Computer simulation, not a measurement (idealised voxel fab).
Herein follows the process module entitled voxel wiring stack.
We display cut, a cross-section 260 nm in width whose square cells are each 5 nm.
Format of a cross-section: grid, square cells. Given as bands. Order: top down. Band: one or more rows of cells.
Heights first: top, then bottom, in nm. Then materials, left to right, each with a width in nm. "everywhere" on a single material: fills the band edge to edge. "blank": empty space.
Basically, 0 is our baseline, since under it the wafer straight out of the box is all one material. The bottom band has no lower end and keeps on going down, so it looks like "z 0 and below".
Read "30 to 40" as a graded width: first number on top, second number at the bottom, same change between each pair of neighbouring rows.
"no alteration", as given for a step, is the statement that not any cell of the cross-section underwent a change during that step.
Reported under the label "Trapped cavities" are the empty spaces having no open way to the top and comprising 8 cells or more; the notation for each is width x height at distance, in which the distance is measured from the left edge and all three values are in nm.
That trailing text on a step's line, after the settings, is the simulator's own remark on the step.
The optional step-line setting "overlay nm" applies to steps with a mask and quantifies how far to the right of its planned location the mask lay, a negative value indicating leftward placement.
# Process steps (planned)
- 1: op RECEIVE | material Si
- 2: op CONFORMAL_DEP | material SiO2 | thk nm 15
- 3: op DIRECTIONAL_DEP | material TiN | thk nm 5
- 4: op DIRECTIONAL_DEP | material W | thk nm 20
- 5: op PATTERN | tone cover | mask id METAL_1 | material resist | width nm 20 | pitch nm 45 | thk nm 15 | overlay nm 0
- 6: op DIRECTIONAL_ETCH | etch materials W | depth nm 20
- 7: op DIRECTIONAL_ETCH | etch materials TiN | depth nm 5
- 8: op STRIP | etch materials resist
- 9: op FILL_DEP | material SiO2 | thk nm 10
- 10: op CMP | height nm 40
- 11: op CONFORMAL_DEP | material SiCN | thk nm 5
- 12: op DIRECTIONAL_DEP | material lowk | thk nm 30
- 13: op DIRECTIONAL_DEP | material aC | thk nm 10
- 14: op PATTERN | tone open | mask id METAL_2_HOLES | material resist | width nm 15 | pitch nm 90 | thk nm 30 | overlay nm 0
- 15: op DIRECTIONAL_ETCH | etch materials aC | depth nm 10
- 16: op STRIP | etch materials resist
- 17: op DIRECTIONAL_ETCH | etch materials lowk | depth nm 30
- 18: op STRIP | etch materials aC
- 19: op PATTERN | tone open | mask id METAL_2 | material resist | width nm 20 | pitch nm 45 | thk nm 15 | overlay nm 0
- 20: op DIRECTIONAL_ETCH | etch materials lowk | depth nm 20
- 21: op DIRECTIONAL_ETCH | etch materials SiCN | depth nm 5
- 22: op STRIP | etch materials resist
- 23: op CONFORMAL_DEP | material TiN | thk nm 5
- 24: op FILL_DEP | material Ru | thk nm 5
- 25: op CMP | height nm 75
- 26: op CONFORMAL_DEP | material SiCN | thk nm 5
- 27: op DIRECTIONAL_DEP | material lowk | thk nm 10
- 28: op DIRECTIONAL_DEP | material aC | thk nm 15
- 29: op PATTERN | tone open | mask id PLUG_2 | material resist | width nm 15 | pitch nm 45 | thk nm 30 | overlay nm 0
- 30: op DIRECTIONAL_ETCH | etch materials aC | depth nm 15
- 31: op STRIP | etch materials resist
- 32: op DIRECTIONAL_ETCH | etch materials lowk | depth nm 10
- 33: op DIRECTIONAL_ETCH | etch materials SiCN | depth nm 5
- 34: op STRIP | etch materials aC
- 35: op CONFORMAL_DEP | material TiN | thk nm 5
- 36: op FILL_DEP | material Ru | thk nm 10
- 37: op CMP | height nm 90
- 38: op DIRECTIONAL_DEP | material TiN | thk nm 5
- 39: op DIRECTIONAL_DEP | material W | thk nm 15
- 40: op PATTERN | tone cover | mask id METAL_3 | material resist | width nm 20 | pitch nm 45 | thk nm 15 | overlay nm 0
- 41: op DIRECTIONAL_ETCH | etch materials W | depth nm 15
- 42: op DIRECTIONAL_ETCH | etch materials TiN | depth nm 5
- 43: op STRIP | etch materials resist
- 44: op FILL_DEP | material lowk | thk nm 5
- 45: op CMP | height nm 110
- 46: op CONFORMAL_DEP | material SiN | thk nm 5
# Incoming wafer, cross-sectional view, post step 1
- z 0 and below = Si everywhere
- Trapped cavities: none
# Cross-section: first of two wafers, module finished, run according to plan
- z 115 to 110 = SiN everywhere
- z 110 to 95 = lowk (50); W (20); lowk (25); W (20); lowk (25); W (20); lowk (25); W (20); lowk (55)
- z 95 to 90 = lowk (50); TiN (20); lowk (25); TiN (20); lowk (25); TiN (20); lowk (25); TiN (20); lowk (55)
- z 90 to 80 = lowk (50); TiN (5); Ru (5); TiN (5); lowk (30); TiN (5); Ru (5); TiN (5); lowk (30); TiN (5); Ru (5); TiN (5); lowk (30); TiN (5); Ru (5); TiN (5); lowk (60)
- z 80 to 75 = SiCN (50); TiN (15); SiCN (30); TiN (15); SiCN (30); TiN (15); SiCN (30); TiN (15); SiCN (60)
- z 75 to 60 = lowk (50); TiN (5); Ru (10); TiN (5); lowk (25); TiN (5); Ru (10); TiN (5); lowk (25); TiN (5); Ru (10); TiN (5); lowk (25); TiN (5); Ru (10); TiN (5); lowk (55)
- z 60 to 55 = lowk (50); TiN (5); Ru (5); TiN (10); lowk (25); TiN (20); lowk (25); TiN (5); Ru (5); TiN (10); lowk (25); TiN (20); lowk (55)
- z 55 to 45 = lowk (50); TiN (5); Ru (5); TiN (5); lowk (75); TiN (5); Ru (5); TiN (5); lowk (105)
- z 45 to 40 = SiCN (50); TiN (15); SiCN (75); TiN (15); SiCN (105)
- z 40 to 20 = SiO2 (50); W (20); SiO2 (25); W (20); SiO2 (25); W (20); SiO2 (25); W (20); SiO2 (55)
- z 20 to 15 = SiO2 (50); TiN (20); SiO2 (25); TiN (20); SiO2 (25); TiN (20); SiO2 (25); TiN (20); SiO2 (55)
- z 15 to 0 = SiO2 everywhere
- z 0 and below = Si everywhere
- Trapped cavities: none
# Cross-section, wafer two of two, end of module: same start and plan as wafer one, one error in execution
- z 115 to 110 = SiN everywhere
- z 110 to 95 = W (50); lowk (20); W (25); lowk (20); W (25); lowk (20); W (25); lowk (20); W (55)
- z 95 to 90 = TiN (50); lowk (20); TiN (25); lowk (20); TiN (25); lowk (20); TiN (25); lowk (20); TiN (55)
- z 90 to 80 = lowk (50); TiN (5); Ru (5); TiN (5); lowk (30); TiN (5); Ru (5); TiN (5); lowk (30); TiN (5); Ru (5); TiN (5); lowk (30); TiN (5); Ru (5); TiN (5); lowk (60)
- z 80 to 75 = SiCN (50); TiN (15); SiCN (30); TiN (15); SiCN (30); TiN (15); SiCN (30); TiN (15); SiCN (60)
- z 75 to 60 = lowk (50); TiN (5); Ru (10); TiN (5); lowk (25); TiN (5); Ru (10); TiN (5); lowk (25); TiN (5); Ru (10); TiN (5); lowk (25); TiN (5); Ru (10); TiN (5); lowk (55)
- z 60 to 55 = lowk (50); TiN (5); Ru (5); TiN (10); lowk (25); TiN (20); lowk (25); TiN (5); Ru (5); TiN (10); lowk (25); TiN (20); lowk (55)
- z 55 to 45 = lowk (50); TiN (5); Ru (5); TiN (5); lowk (75); TiN (5); Ru (5); TiN (5); lowk (105)
- z 45 to 40 = SiCN (50); TiN (15); SiCN (75); TiN (15); SiCN (105)
- z 40 to 20 = SiO2 (50); W (20); SiO2 (25); W (20); SiO2 (25); W (20); SiO2 (25); W (20); SiO2 (55)
- z 20 to 15 = SiO2 (50); TiN (20); SiO2 (25); TiN (20); SiO2 (25); TiN (20); SiO2 (25); TiN (20); SiO2 (55)
- z 15 to 0 = SiO2 everywhere
- z 0 and below = Si everywhere
- Trapped cavities: none
Run error: step 40, actual vs plan mismatch, actual run op PATTERN | tone open | mask id METAL_3 | material resist | width nm 20 | pitch nm 45 | thk nm 15 | overlay nm 0
At the finish, the second wafer shows more or fewer cells for some materials than the first does: TiN: 20 more | W: 60 more | lowk: 80 fewer
